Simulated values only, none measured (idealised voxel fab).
voxel double patterning: a process module
The cross-section on display is named cut; it measures 285 nm wide, and its cells are 5 nm squares.
We lay out every cross-section as a grid of square cells and spell it out in bands from the top down, where one band means one or more rows of cells.
The entry gives the band's vertical extent as a top height and a bottom height in nm, then its horizontal make-up as materials from left to right, each with a width in nm. "empty" stands for empty space; a single material marked "throughout" fills the band edge to edge.
Below 0: as-received wafer, all one material; heights counted from there. Lowest band: no bottom, goes on down, written "z 0 and below".
So if you see something like "30->40" for the width, read it as the top row of the band sitting at the first number and the bottom row at the second, with every row in between moving by the same amount as the last.
The cross-section has no changed cell in any step marked "no change occurred".
Voids not open to the top, 8 cells minimum: see "Trapped voids". Written width x height at distance; distance is from the left edge; nm.
Where a step's line continues beyond its settings, the continuation is a remark by the simulator itself on that step.
overlay nm: how far to the right of its planned place the mask lay on this masked step (negative: to the left).

STEPS PLANNED FOR THE PROCESS
| 1 | RECEIVE: material Si |
| 2 | CONFORMAL_DEP: material SiO2, thk nm 5 |
| 3 | DIRECTIONAL_DEP: material W, thk nm 10 |
| 4 | DIRECTIONAL_DEP: material SiCN, thk nm 10 |
| 5 | MASKED_ETCH: tone open, mask id FIRST, width nm 15, pitch nm 50, etch materials SiCN, depth nm 10, overlay nm 0 |
| 6 | DIRECTIONAL_DEP: material aC, thk nm 15 |
| 7 | PATTERN: tone open, mask id SECOND, material resist, width nm 15, thk nm 30, overlay nm 0 |
| 8 | DIRECTIONAL_ETCH: etch materials aC, depth nm 15 |
| 9 | STRIP: etch materials resist |
| 10 | DIRECTIONAL_ETCH: etch materials SiCN, depth nm 10 |
| 11 | STRIP: etch materials aC |
| 12 | DIRECTIONAL_ETCH: etch materials W, depth nm 10 |
| 13 | STRIP: etch materials SiCN |

FIRST WAFER OUT OF TWO, PROCESSED AS PLANNED

WAFER AT RECEIPT (POST STEP 1), CROSS-SECTION
	z 0 and below | Si throughout
	Trapped voids: none

SECTIONAL VIEW: WAFER, AFTER STEP 2
	z 5 to 0 | SiO2 throughout
	Rest of section, below 0: as before.

SECTIONAL VIEW: WAFER, AFTER STEP 3
	z 15 to 5 | W throughout
	Rest of section, below 5: as before.

SECTIONAL VIEW: WAFER, AFTER STEP 4
	z 25 to 15 | SiCN throughout
	Rest of section, below 15: as before.

SECTIONAL VIEW: WAFER, AFTER STEP 5
	z 25 to 15 | SiCN 110; empty 15; SiCN 35; empty 15; SiCN 110
	Rest of section, below 15: as before.

SECTIONAL VIEW: WAFER, AFTER STEP 6
	z 40 to 30 | aC 110; empty 15; aC 35; empty 15; aC 110
	z 30 to 25 | aC throughout
	z 25 to 15 | SiCN 110; aC 15; SiCN 35; aC 15; SiCN 110
	Rest of section, below 15: as before.

SECTIONAL VIEW: WAFER, AFTER STEP 7
	z 70 to 40 | resist 135; empty 15; resist 135
	z 40 to 30 | aC 110; resist 15; aC 35; resist 15; aC 110
	Rest of section, below 30: as before.

SECTIONAL VIEW: WAFER, AFTER STEP 8
	z 55 to 40 | resist 135; empty 15; resist 135
	z 40 to 30 | aC 110; resist 15; aC 10; empty 15; aC 10; resist 15; aC 110
	z 30 to 25 | aC 135; empty 15; aC 135
	Rest of section, below 25: as before.

SECTIONAL VIEW: WAFER, AFTER STEP 9
	z 40 to 30 | aC 110; empty 15; aC 10; empty 15; aC 10; empty 15; aC 110
	Rest of section, below 30: as before.

SECTIONAL VIEW: WAFER, AFTER STEP 10
	z 40 to 30 | aC 110; empty 15; aC 10; empty 15; aC 10; empty 15; aC 110
	z 30 to 25 | aC 135; empty 15; aC 135
	z 25 to 15 | SiCN 110; aC 15; SiCN 10; empty 15; SiCN 10; aC 15; SiCN 110
	Rest of section, below 15: as before.

SECTIONAL VIEW: WAFER, AFTER STEP 11
	z 25 to 15 | SiCN 110; empty 15; SiCN 10; empty 15; SiCN 10; empty 15; SiCN 110
	Rest of section, below 15: as before.

SECTIONAL VIEW: WAFER, AFTER STEP 12
	z 25 to 15 | SiCN 110; empty 15; SiCN 10; empty 15; SiCN 10; empty 15; SiCN 110
	z 15 to 5 | W 110; empty 15; W 10; empty 15; W 10; empty 15; W 110
	Rest of section, below 5: as before.

SECTIONAL VIEW: WAFER, AFTER STEP 13
	z 15 to 5 | W 110; empty 15; W 10; empty 15; W 10; empty 15; W 110
	Rest of section, below 5: as before.

THE SECOND WAFER BEGAN EXACTLY AS THE FIRST DID AND FOLLOWED THE SAME PLAN, BUT ONE MISTAKE WAS MADE WHILE RUNNING IT; THROUGH STEP 1 INCLUSIVE, THE TWO WAFERS ARE IDENTICAL

Planned end of step 2: second wafer, cross-section: no change occurred

PLANNED END OF STEP 3: SECOND WAFER, CROSS-SECTION
	z 10 to 0 | W throughout
	Rest of section, below 0: as before.

PLANNED END OF STEP 4: SECOND WAFER, CROSS-SECTION
	z 20 to 10 | SiCN throughout
	Rest of section, below 10: as before.

PLANNED END OF STEP 5: SECOND WAFER, CROSS-SECTION
	z 20 to 10 | SiCN 110; empty 15; SiCN 35; empty 15; SiCN 110
	Rest of section, below 10: as before.

PLANNED END OF STEP 6: SECOND WAFER, CROSS-SECTION
	z 35 to 25 | aC 110; empty 15; aC 35; empty 15; aC 110
	z 25 to 20 | aC throughout
	z 20 to 10 | SiCN 110; aC 15; SiCN 35; aC 15; SiCN 110
	Rest of section, below 10: as before.

PLANNED END OF STEP 7: SECOND WAFER, CROSS-SECTION
	z 65 to 35 | resist 135; empty 15; resist 135
	z 35 to 25 | aC 110; resist 15; aC 35; resist 15; aC 110
	Rest of section, below 25: as before.

PLANNED END OF STEP 8: SECOND WAFER, CROSS-SECTION
	z 50 to 35 | resist 135; empty 15; resist 135
	z 35 to 25 | aC 110; resist 15; aC 10; empty 15; aC 10; resist 15; aC 110
	z 25 to 20 | aC 135; empty 15; aC 135
	Rest of section, below 20: as before.

PLANNED END OF STEP 9: SECOND WAFER, CROSS-SECTION
	z 35 to 25 | aC 110; empty 15; aC 10; empty 15; aC 10; empty 15; aC 110
	Rest of section, below 25: as before.

PLANNED END OF STEP 10: SECOND WAFER, CROSS-SECTION
	z 35 to 25 | aC 110; empty 15; aC 10; empty 15; aC 10; empty 15; aC 110
	z 25 to 20 | aC 135; empty 15; aC 135
	z 20 to 10 | SiCN 110; aC 15; SiCN 10; empty 15; SiCN 10; aC 15; SiCN 110
	Rest of section, below 10: as before.

PLANNED END OF STEP 11: SECOND WAFER, CROSS-SECTION
	z 20 to 10 | SiCN 110; empty 15; SiCN 10; empty 15; SiCN 10; empty 15; SiCN 110
	Rest of section, below 10: as before.

PLANNED END OF STEP 12: SECOND WAFER, CROSS-SECTION
	z 20 to 10 | SiCN 110; empty 15; SiCN 10; empty 15; SiCN 10; empty 15; SiCN 110
	z 10 to 0 | W 110; empty 15; W 10; empty 15; W 10; empty 15; W 110
	Rest of section, below 0: as before.

PLANNED END OF STEP 13: SECOND WAFER, CROSS-SECTION
	z 10 to 0 | W 110; empty 15; W 10; empty 15; W 10; empty 15; W 110
	Rest of section, below 0: as before.
Diagnosis: the plan's step 2 went unexecuted, having been skipped
In the final state, the cell counts of the second wafer exceed or fall short of those of the first for the following materials: 57 fewer of SiO2
